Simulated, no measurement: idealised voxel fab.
The process module presented herein is designated voxel lift off.
Cross-section cut spans 155 nm and uses square cells 5 nm in size.
Cross-section spec: square-cell grid; bands listed top down; each band is one or more rows. In this notation a band is specified by the heights of its top and bottom, in that order and in nm, after which its materials appear from left to right, each paired with its width in nm. The word "all across" attached to a single material means that material fills the band from edge to edge; the word "empty" stands for empty space. Heights are measured from 0, the level below which the as-received wafer is all one material; the lowest band has no bottom and continues downward, written as in "0 down". The two numbers in a width such as "30 to 40" mark its ends across the band: the first belongs to the top row of cells, the second to the bottom row, and from each row to the next the width moves by the same amount. The cross-section has no changed cell in any step marked "everything unchanged". "Fully closed voids": empty spaces of 8 cells or more with no open way to the top, each given as width x height at distance, distance from the left edge, all in nm. Read whatever lies past the settings on a step's line as the simulator's own remark about the step. For masked steps, "overlay nm" on the step line gives how far right of plan the mask actually lay; a minus sign means it lay to the left.
-- So here's the lineup of process steps we planned
1. RECEIVE,material Si
2. CONFORMAL_DEP,material SiN,thk nm 10
3. PATTERN,tone open,mask id LINES,material resist,width nm 25,pitch nm 40,thk nm 30,overlay nm 0
4. DIRECTIONAL_DEP,material Ru,thk nm 15
5. STRIP,etch materials resist
6. CONFORMAL_DEP,material SiCN,thk nm 5
-- Shown in cross-section is the wafer as received, that is, as it stands after step 1
- 0 down: Si all across
- Fully closed voids: none
-- First wafer of two, sectioned at end of module; run went per plan
- 30 to 25: empty: 20, then SiCN: 35, then empty: 5, then SiCN: 35, then empty: 5, then SiCN: 35, then empty: 20
- 25 to 15: empty: 20, then SiCN: 5, then Ru: 25, then SiCN: 5, then empty: 5, then SiCN: 5, then Ru: 25, then SiCN: 5, then empty: 5, then SiCN: 5, then Ru: 25, then SiCN: 5, then empty: 20
- 15 to 10: SiCN: 25, then Ru: 25, then SiCN: 15, then Ru: 25, then SiCN: 15, then Ru: 25, then SiCN: 25
- 10 to 0: SiN all across
- 0 down: Si all across
- Fully closed voids: none
-- The second wafer, shown in cross-section after the module: started the same way as the first and given the same plan, yet one mistake crept into how it was run
- 30 to 25: empty: 20, then SiCN: 35, then empty: 5, then SiCN: 35, then empty: 5, then SiCN: 35, then empty: 20
- 25 to 15: empty: 20, then SiCN: 5, then Ru: 25, then SiCN: 5, then empty: 5, then SiCN: 5, then Ru: 25, then SiCN: 5, then empty: 5, then SiCN: 5, then Ru: 25, then SiCN: 5, then empty: 20
- 15 to 10: SiCN: 25, then Ru: 25, then SiCN: 15, then Ru: 25, then SiCN: 15, then Ru: 25, then SiCN: 25
- 10 to 0: Ru all across
- 0 down: Si all across
- Fully closed voids: none
The mistake made against the process plan was this: step 2 did not use the planned setting and instead ran as CONFORMAL_DEP,material Ru,thk nm 10
Cell-count delta at end, second wafer over first, by material: Ru: 62 more; SiN: 62 fewer
